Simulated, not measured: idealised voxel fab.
Herein follows the process module entitled voxel self aligned vias.
Pictured: cross-section cut, 235 nm wide, on a grid of 5 nm square cells.
Notation: cross-section as square-cell grid; stated in bands, top first, going down; one or more cell rows per band. Top height, bottom height, nm. Materials left to right, width each, nm. Single material + "edge to edge" = fills band edge to edge. "empty" = empty. Below 0: as-received wafer, all one material; heights counted from there. Lowest band: no bottom, goes on down, written "0 down". Graded width ("30..40"): value in top row of band = first number; value in bottom row = second number; row-to-row change constant. Step marked "no alterations made"? Then no cell in the cross-section changed in it. Voids not open to the top, 8 cells minimum: see "Enclosed void entries". Written width x height at distance; distance is from the left edge; nm. Anything after a step's settings on that line? It's the simulator's own note about the step. overlay nm: on a step with a mask, how far right of its planned place the mask lay; negative means left.
THE PLANNED PROCESS STEPS ARE ENUMERATED HEREUNDER
1) RECEIVE (material Si)
2) CONFORMAL_DEP (material SiO2; thk nm 15)
3) CONFORMAL_DEP (material SiCN; thk nm 5)
4) DIRECTIONAL_DEP (material SiO2; thk nm 30)
5) DIRECTIONAL_DEP (material aC; thk nm 15)
6) PATTERN (tone open; mask id LINES; material resist; width nm 25; pitch nm 60; thk nm 30; overlay nm 0)
7) DIRECTIONAL_ETCH (etch materials aC; depth nm 15)
8) STRIP (etch materials resist)
9) DIRECTIONAL_ETCH (etch materials SiO2; depth nm 30)
10) STRIP (etch materials aC)
11) CONFORMAL_DEP (material TiN; thk nm 5)
12) FILL_DEP (material W; thk nm 10)
13) CMP (height nm 50)
14) SELECTIVE_ETCH (etch materials W Ru TiN; depth nm 10)
15) FILL_DEP (material SiN; thk nm 10)
16) CMP (height nm 50)
17) DIRECTIONAL_DEP (material SiO2; thk nm 15)
18) MASKED_ETCH (tone open; mask id VIAS; width nm 45; etch materials SiO2; depth nm 15; overlay nm 0)
19) MASKED_ETCH (tone open; mask id VIAS; width nm 45; etch materials SiN; depth nm 10; overlay nm 0)
20) CONFORMAL_DEP (material TiN; thk nm 5)
21) FILL_DEP (material Ru; thk nm 5)
22) CMP (height nm 65)
23) CONFORMAL_DEP (material SiN; thk nm 5)
FIRST OF TWO WAFERS - AS PLANNED
THIS IS THE CROSS-SECTION OF THE WAFER AS WE RECEIVED IT, I.E. AFTER STEP 1
	0 down = Si edge to edge
	Enclosed void entries: none
UPON COMPLETION OF STEP 2, THE WAFER APPEARS IN CROSS-SECTION AS SHOWN
	15 to 0 = SiO2 edge to edge
	Anything lower than 0 is untouched.
UPON COMPLETION OF STEP 3, THE WAFER APPEARS IN CROSS-SECTION AS SHOWN
	20 to 15 = SiCN edge to edge
	Anything lower than 15 is untouched.
UPON COMPLETION OF STEP 4, THE WAFER APPEARS IN CROSS-SECTION AS SHOWN
	50 to 20 = SiO2 edge to edge
	Anything lower than 20 is untouched.
UPON COMPLETION OF STEP 5, THE WAFER APPEARS IN CROSS-SECTION AS SHOWN
	65 to 50 = aC edge to edge
	Anything lower than 50 is untouched.
UPON COMPLETION OF STEP 6, THE WAFER APPEARS IN CROSS-SECTION AS SHOWN
	95 to 65 = resist=75, empty=25, resist=35, empty=25, resist=75
	Anything lower than 65 is untouched.
UPON COMPLETION OF STEP 7, THE WAFER APPEARS IN CROSS-SECTION AS SHOWN
	80 to 65 = resist=75, empty=25, resist=35, empty=25, resist=75
	65 to 50 = aC=75, empty=25, aC=35, empty=25, aC=75
	Anything lower than 50 is untouched.
UPON COMPLETION OF STEP 8, THE WAFER APPEARS IN CROSS-SECTION AS SHOWN
	65 to 50 = aC=75, empty=25, aC=35, empty=25, aC=75
	Anything lower than 50 is untouched.
UPON COMPLETION OF STEP 9, THE WAFER APPEARS IN CROSS-SECTION AS SHOWN
	65 to 50 = aC=75, empty=25, aC=35, empty=25, aC=75
	50 to 20 = SiO2=75, empty=25, SiO2=35, empty=25, SiO2=75
	Anything lower than 20 is untouched.
UPON COMPLETION OF STEP 10, THE WAFER APPEARS IN CROSS-SECTION AS SHOWN
	50 to 20 = SiO2=75, empty=25, SiO2=35, empty=25, SiO2=75
	Anything lower than 20 is untouched.
UPON COMPLETION OF STEP 11, THE WAFER APPEARS IN CROSS-SECTION AS SHOWN
	55 to 50 = TiN=80, empty=15, TiN=45, empty=15, TiN=80
	50 to 25 = SiO2=75, TiN=5, empty=15, TiN=5, SiO2=35, TiN=5, empty=15, TiN=5, SiO2=75
	25 to 20 = SiO2=75, TiN=25, SiO2=35, TiN=25, SiO2=75
	Anything lower than 20 is untouched.
UPON COMPLETION OF STEP 12, THE WAFER APPEARS IN CROSS-SECTION AS SHOWN
	65 to 55 = W edge to edge
	55 to 50 = TiN=80, W=15, TiN=45, W=15, TiN=80
	50 to 25 = SiO2=75, TiN=5, W=15, TiN=5, SiO2=35, TiN=5, W=15, TiN=5, SiO2=75
	Anything lower than 25 is untouched.
UPON COMPLETION OF STEP 13, THE WAFER APPEARS IN CROSS-SECTION AS SHOWN
	50 to 25 = SiO2=75, TiN=5, W=15, TiN=5, SiO2=35, TiN=5, W=15, TiN=5, SiO2=75
	Anything lower than 25 is untouched.
UPON COMPLETION OF STEP 14, THE WAFER APPEARS IN CROSS-SECTION AS SHOWN
	50 to 40 = SiO2=75, empty=25, SiO2=35, empty=25, SiO2=75
	Anything lower than 40 is untouched.
UPON COMPLETION OF STEP 15, THE WAFER APPEARS IN CROSS-SECTION AS SHOWN
	60 to 50 = SiN edge to edge
	50 to 40 = SiO2=75, SiN=25, SiO2=35, SiN=25, SiO2=75
	Anything lower than 40 is untouched.
UPON COMPLETION OF STEP 16, THE WAFER APPEARS IN CROSS-SECTION AS SHOWN
	50 to 40 = SiO2=75, SiN=25, SiO2=35, SiN=25, SiO2=75
	Anything lower than 40 is untouched.
UPON COMPLETION OF STEP 17, THE WAFER APPEARS IN CROSS-SECTION AS SHOWN
	65 to 50 = SiO2 edge to edge
	Anything lower than 50 is untouched.
UPON COMPLETION OF STEP 18, THE WAFER APPEARS IN CROSS-SECTION AS SHOWN
	65 to 50 = SiO2=65, empty=45, SiO2=125
	Anything lower than 50 is untouched.
UPON COMPLETION OF STEP 19, THE WAFER APPEARS IN CROSS-SECTION AS SHOWN
	65 to 50 = SiO2=65, empty=45, SiO2=125
	50 to 40 = SiO2=75, empty=25, SiO2=35, SiN=25, SiO2=75
	Anything lower than 40 is untouched.
UPON COMPLETION OF STEP 20, THE WAFER APPEARS IN CROSS-SECTION AS SHOWN
	70 to 65 = TiN=70, empty=35, TiN=130
	65 to 55 = SiO2=65, TiN=5, empty=35, TiN=5, SiO2=125
	55 to 50 = SiO2=65, TiN=15, empty=15, TiN=15, SiO2=125
	50 to 45 = SiO2=75, TiN=5, empty=15, TiN=5, SiO2=35, SiN=25, SiO2=75
	45 to 40 = SiO2=75, TiN=25, SiO2=35, SiN=25, SiO2=75
	Anything lower than 40 is untouched.
UPON COMPLETION OF STEP 21, THE WAFER APPEARS IN CROSS-SECTION AS SHOWN
	75 to 70 = Ru edge to edge
	70 to 65 = TiN=70, Ru=35, TiN=130
	65 to 55 = SiO2=65, TiN=5, Ru=35, TiN=5, SiO2=125
	55 to 50 = SiO2=65, TiN=15, Ru=15, TiN=15, SiO2=125
	50 to 45 = SiO2=75, TiN=5, Ru=15, TiN=5, SiO2=35, SiN=25, SiO2=75
	Anything lower than 45 is untouched.
UPON COMPLETION OF STEP 22, THE WAFER APPEARS IN CROSS-SECTION AS SHOWN
	65 to 55 = SiO2=65, TiN=5, Ru=35, TiN=5, SiO2=125
	Anything lower than 55 is untouched.
UPON COMPLETION OF STEP 23, THE WAFER APPEARS IN CROSS-SECTION AS SHOWN
	70 to 65 = SiN edge to edge
	Anything lower than 65 is untouched.
SECOND OF TWO: SAME START, SAME PLAN, ONE RUN ERROR; STEPS UP TO AND INCLUDING 17 MATCH THE FIRST
SECOND WAFER, CUT VIEW, END OF STEP 18 PER PLAN
	65 to 50 = SiO2=65, empty=45, SiO2=125
	50 to 40 = SiO2=65, empty=10, SiN=25, empty=10, SiO2=25, SiN=25, SiO2=75
	40 to 35 = SiO2=65, empty=10, TiN=5, W=15, TiN=5, empty=10, SiO2=25, TiN=5, W=15, TiN=5, SiO2=75
	Anything lower than 35 is untouched.
SECOND WAFER, CUT VIEW, END OF STEP 19 PER PLAN
	65 to 50 = SiO2=65, empty=45, SiO2=125
	50 to 40 = SiO2=65, empty=45, SiO2=25, SiN=25, SiO2=75
	Anything lower than 40 is untouched.
SECOND WAFER, CUT VIEW, END OF STEP 20 PER PLAN
	70 to 65 = TiN=70, empty=35, TiN=130
	65 to 50 = SiO2=65, TiN=5, empty=35, TiN=5, SiO2=125
	50 to 45 = SiO2=65, TiN=5, empty=35, TiN=5, SiO2=25, SiN=25, SiO2=75
	45 to 40 = SiO2=65, TiN=45, SiO2=25, SiN=25, SiO2=75
	40 to 35 = SiO2=65, TiN=15, W=15, TiN=15, SiO2=25, TiN=5, W=15, TiN=5, SiO2=75
	Anything lower than 35 is untouched.
SECOND WAFER, CUT VIEW, END OF STEP 21 PER PLAN
	75 to 70 = Ru edge to edge
	70 to 65 = TiN=70, Ru=35, TiN=130
	65 to 50 = SiO2=65, TiN=5, Ru=35, TiN=5, SiO2=125
	50 to 45 = SiO2=65, TiN=5, Ru=35, TiN=5, SiO2=25, SiN=25, SiO2=75
	Anything lower than 45 is untouched.
SECOND WAFER, CUT VIEW, END OF STEP 22 PER PLAN
	65 to 50 = SiO2=65, TiN=5, Ru=35, TiN=5, SiO2=125
	Anything lower than 50 is untouched.
SECOND WAFER, CUT VIEW, END OF STEP 23 PER PLAN
	70 to 65 = SiN edge to edge
	Anything lower than 65 is untouched.
It is concluded that the wafer was processed incorrectly with respect to the plan, in that twice over, step 18 of the plan was run
Count the cells at the end and the second wafer has more or fewer of some materials than the first: 8 more of Ru; 12 fewer of SiO2; 4 more of TiN
